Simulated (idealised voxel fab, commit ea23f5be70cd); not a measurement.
process module | voxel gate over fins
Each square cell in cross-section cut measures 5 nm, and the section as a whole is 200 nm wide.
Cross-section layout: square cells on a grid; listed as bands, top to bottom; a band spans one or more cell rows.
For a band, the entry starts with two heights in nm, that of the top and then that of the bottom, and carries on with the band's materials in order from left to right, each alongside its width in nm; the word "everywhere" beside a single material means it fills the band edge to edge, and "blank" means empty space.
Counting heights begins at 0, where everything beneath is, in the wafer as received, one material. The lowest band has no bottom; it goes on downwards, as "0 nm and below" shows.
The two numbers in a width such as "30..40" mark its ends across the band: the first belongs to the top row of cells, the second to the bottom row, and from each row to the next the width moves by the same amount.
Where a step carries "nothing different", the cross-section came out of it unchanged, cell for cell.
So "Trapped void list" is basically the list of trapped voids: any empty space of 8 cells or more that can't reach the top through an opening. They're written width x height at distance, the distance being from the left edge, and it's all nm.
Where a step's line continues beyond its settings, the continuation is a remark by the simulator itself on that step.
overlay nm: how far to the right of its planned place the mask lay on this masked step (negative: to the left).
[Process steps - plan]
step 1: RECEIVE,material Si
step 2: CONFORMAL_DEP,material SiN,thk nm 10
step 3: PATTERN,tone cover,mask id FINS,material resist,width nm 15,pitch nm 35,thk nm 15,overlay nm 0
step 4: DIRECTIONAL_ETCH,etch materials SiN,depth nm 10
step 5: DIRECTIONAL_ETCH,etch materials Si,depth nm 40
step 6: STRIP,etch materials resist
step 7: OXIDIZE,depth nm 5
step 8: FILL_DEP,material SiO2,thk nm 5
step 9: CMP,height nm 10
step 10: SELECTIVE_ETCH,etch materials SiO2,depth nm 20
step 11: STRIP,etch materials SiN
step 12: CONFORMAL_DEP,material HfO2,thk nm 5
step 13: CONFORMAL_DEP,material TiN,thk nm 5
step 14: FILL_DEP,material W,thk nm 15
step 15: CMP,height nm 20
step 16: CONFORMAL_DEP,material SiCN,thk nm 10
[First of two wafers: run as planned]
[Cross-section: wafer on arrival = after step 1]
	0 nm and below | Si everywhere
	Trapped void list: none
[Cross-section through the wafer, step 2 finished]
	10 nm to 0 nm | SiN everywhere
	Beneath the level 0, the cross-section is identical to its previous state.
[Cross-section through the wafer, step 3 finished]
	25 nm to 10 nm | 75 of blank  15 of resist  20 of blank  15 of resist  75 of blank
	Beneath the level 10, the cross-section is identical to its previous state.
[Cross-section through the wafer, step 4 finished]
	25 nm to 10 nm | 75 of blank  15 of resist  20 of blank  15 of resist  75 of blank
	10 nm to 0 nm | 75 of blank  15 of SiN  20 of blank  15 of SiN  75 of blank
	Beneath the level 0, the cross-section is identical to its previous state.
[Cross-section through the wafer, step 5 finished]
	25 nm to 10 nm | 75 of blank  15 of resist  20 of blank  15 of resist  75 of blank
	10 nm to 0 nm | 75 of blank  15 of SiN  20 of blank  15 of SiN  75 of blank
	0 nm to -40 nm | 75 of blank  15 of Si  20 of blank  15 of Si  75 of blank
	Beneath the level -40, the cross-section is identical to its previous state.
[Cross-section through the wafer, step 6 finished]
	10 nm to 0 nm | 75 of blank  15 of SiN  20 of blank  15 of SiN  75 of blank
	Beneath the level 0, the cross-section is identical to its previous state.
[Cross-section through the wafer, step 7 finished]
	10 nm to 0 nm | 75 of blank  15 of SiN  20 of blank  15 of SiN  75 of blank
	0 nm to -40 nm | 75 of blank  5 of SiO2  5 of Si  5 of SiO2  20 of blank  5 of SiO2  5 of Si  5 of SiO2  75 of blank
	-40 nm to -45 nm | 80 of SiO2  5 of Si  30 of SiO2  5 of Si  80 of SiO2
	Beneath the level -45, the cross-section is identical to its previous state.
[Cross-section through the wafer, step 8 finished]
	15 nm to 10 nm | SiO2 everywhere
	10 nm to 0 nm | 75 of SiO2  15 of SiN  20 of SiO2  15 of SiN  75 of SiO2
	0 nm to -45 nm | 80 of SiO2  5 of Si  30 of SiO2  5 of Si  80 of SiO2
	Beneath the level -45, the cross-section is identical to its previous state.
[Cross-section through the wafer, step 9 finished]
	10 nm to 0 nm | 75 of SiO2  15 of SiN  20 of SiO2  15 of SiN  75 of SiO2
	Beneath the level 0, the cross-section is identical to its previous state.
[Cross-section through the wafer, step 10 finished]
	10 nm to 0 nm | 75 of blank  15 of SiN  20 of blank  15 of SiN  75 of blank
	0 nm to -10 nm | 80 of blank  5 of Si  30 of blank  5 of Si  80 of blank
	Beneath the level -10, the cross-section is identical to its previous state.
[Cross-section through the wafer, step 11 finished]
	0 nm to -10 nm | 80 of blank  5 of Si  30 of blank  5 of Si  80 of blank
	Beneath the level -10, the cross-section is identical to its previous state.
[Cross-section through the wafer, step 12 finished]
	5 nm to 0 nm | 75 of blank  15 of HfO2  20 of blank  15 of HfO2  75 of blank
	0 nm to -5 nm | 75 of blank  5 of HfO2  5 of Si  5 of HfO2  20 of blank  5 of HfO2  5 of Si  5 of HfO2  75 of blank
	-5 nm to -10 nm | 80 of HfO2  5 of Si  30 of HfO2  5 of Si  80 of HfO2
	Beneath the level -10, the cross-section is identical to its previous state.
[Cross-section through the wafer, step 13 finished]
	10 nm to 5 nm | 70 of blank  25 of TiN  10 of blank  25 of TiN  70 of blank
	5 nm to 0 nm | 70 of blank  5 of TiN  15 of HfO2  5 of TiN  10 of blank  5 of TiN  15 of HfO2  5 of TiN  70 of blank
	0 nm to -5 nm | 75 of TiN  5 of HfO2  5 of Si  5 of HfO2  20 of TiN  5 of HfO2  5 of Si  5 of HfO2  75 of TiN
	Beneath the level -5, the cross-section is identical to its previous state.
[Cross-section through the wafer, step 14 finished]
	25 nm to 10 nm | W everywhere
	10 nm to 5 nm | 70 of W  25 of TiN  10 of W  25 of TiN  70 of W
	5 nm to 0 nm | 70 of W  5 of TiN  15 of HfO2  5 of TiN  10 of W  5 of TiN  15 of HfO2  5 of TiN  70 of W
	Beneath the level 0, the cross-section is identical to its previous state.
[Cross-section through the wafer, step 15 finished]
	20 nm to 10 nm | W everywhere
	Beneath the level 10, the cross-section is identical to its previous state.
[Cross-section through the wafer, step 16 finished]
	30 nm to 20 nm | SiCN everywhere
	Beneath the level 20, the cross-section is identical to its previous state.
[Second of two: same start, same plan, one run error; steps up to and including 2 match the first]
[At the planned end of step 3, the second wafer in cross-section]
	25 nm to 10 nm | 75 of blank  20 of resist  15 of blank  20 of resist  70 of blank
	Beneath the level 10, the cross-section is identical to its previous state.
[At the planned end of step 4, the second wafer in cross-section]
	25 nm to 10 nm | 75 of blank  20 of resist  15 of blank  20 of resist  70 of blank
	10 nm to 0 nm | 75 of blank  20 of SiN  15 of blank  20 of SiN  70 of blank
	Beneath the level 0, the cross-section is identical to its previous state.
[At the planned end of step 5, the second wafer in cross-section]
	25 nm to 10 nm | 75 of blank  20 of resist  15 of blank  20 of resist  70 of blank
	10 nm to 0 nm | 75 of blank  20 of SiN  15 of blank  20 of SiN  70 of blank
	0 nm to -40 nm | 75 of blank  20 of Si  15 of blank  20 of Si  70 of blank
	Beneath the level -40, the cross-section is identical to its previous state.
[At the planned end of step 6, the second wafer in cross-section]
	10 nm to 0 nm | 75 of blank  20 of SiN  15 of blank  20 of SiN  70 of blank
	Beneath the level 0, the cross-section is identical to its previous state.
[At the planned end of step 7, the second wafer in cross-section]
	10 nm to 0 nm | 75 of blank  20 of SiN  15 of blank  20 of SiN  70 of blank
	0 nm to -40 nm | 75 of blank  5 of SiO2  10 of Si  5 of SiO2  15 of blank  5 of SiO2  10 of Si  5 of SiO2  70 of blank
	-40 nm to -45 nm | 80 of SiO2  10 of Si  25 of SiO2  10 of Si  75 of SiO2
	Beneath the level -45, the cross-section is identical to its previous state.
[At the planned end of step 8, the second wafer in cross-section]
	15 nm to 10 nm | SiO2 everywhere
	10 nm to 0 nm | 75 of SiO2  20 of SiN  15 of SiO2  20 of SiN  70 of SiO2
	0 nm to -45 nm | 80 of SiO2  10 of Si  25 of SiO2  10 of Si  75 of SiO2
	Beneath the level -45, the cross-section is identical to its previous state.
[At the planned end of step 9, the second wafer in cross-section]
	10 nm to 0 nm | 75 of SiO2  20 of SiN  15 of SiO2  20 of SiN  70 of SiO2
	Beneath the level 0, the cross-section is identical to its previous state.
[At the planned end of step 10, the second wafer in cross-section]
	10 nm to 0 nm | 75 of blank  20 of SiN  15 of blank  20 of SiN  70 of blank
	0 nm to -10 nm | 80 of blank  10 of Si  25 of blank  10 of Si  75 of blank
	Beneath the level -10, the cross-section is identical to its previous state.
[At the planned end of step 11, the second wafer in cross-section]
	0 nm to -10 nm | 80 of blank  10 of Si  25 of blank  10 of Si  75 of blank
	Beneath the level -10, the cross-section is identical to its previous state.
[At the planned end of step 12, the second wafer in cross-section]
	5 nm to 0 nm | 75 of blank  20 of HfO2  15 of blank  20 of HfO2  70 of blank
	0 nm to -5 nm | 75 of blank  5 of HfO2  10 of Si  5 of HfO2  15 of blank  5 of HfO2  10 of Si  5 of HfO2  70 of blank
	-5 nm to -10 nm | 80 of HfO2  10 of Si  25 of HfO2  10 of Si  75 of HfO2
	Beneath the level -10, the cross-section is identical to its previous state.
[At the planned end of step 13, the second wafer in cross-section]
	10 nm to 5 nm | 70 of blank  30 of TiN  5 of blank  30 of TiN  65 of blank
	5 nm to 0 nm | 70 of blank  5 of TiN  20 of HfO2  5 of TiN  5 of blank  5 of TiN  20 of HfO2  5 of TiN  65 of blank
	0 nm to -5 nm | 75 of TiN  5 of HfO2  10 of Si  5 of HfO2  15 of TiN  5 of HfO2  10 of Si  5 of HfO2  70 of TiN
	Beneath the level -5, the cross-section is identical to its previous state.
[At the planned end of step 14, the second wafer in cross-section]
	25 nm to 10 nm | W everywhere
	10 nm to 5 nm | 70 of W  30 of TiN  5 of W  30 of TiN  65 of W
	5 nm to 0 nm | 70 of W  5 of TiN  20 of HfO2  5 of TiN  5 of W  5 of TiN  20 of HfO2  5 of TiN  65 of W
	Beneath the level 0, the cross-section is identical to its previous state.
[At the planned end of step 15, the second wafer in cross-section]
	20 nm to 10 nm | W everywhere
	Beneath the level 10, the cross-section is identical to its previous state.
[At the planned end of step 16, the second wafer in cross-section]
	30 nm to 20 nm | SiCN everywhere
	Beneath the level 20, the cross-section is identical to its previous state.
So what did we get wrong on this run? step 3 ran as: PATTERN,tone cover,mask id FINS,material resist,width nm 20,pitch nm 35,thk nm 15,overlay nm 0
Bottom line after processing is that, in cells, the second wafer is up or down on some materials versus the first: +18 Si; -14 SiO2; -4 W
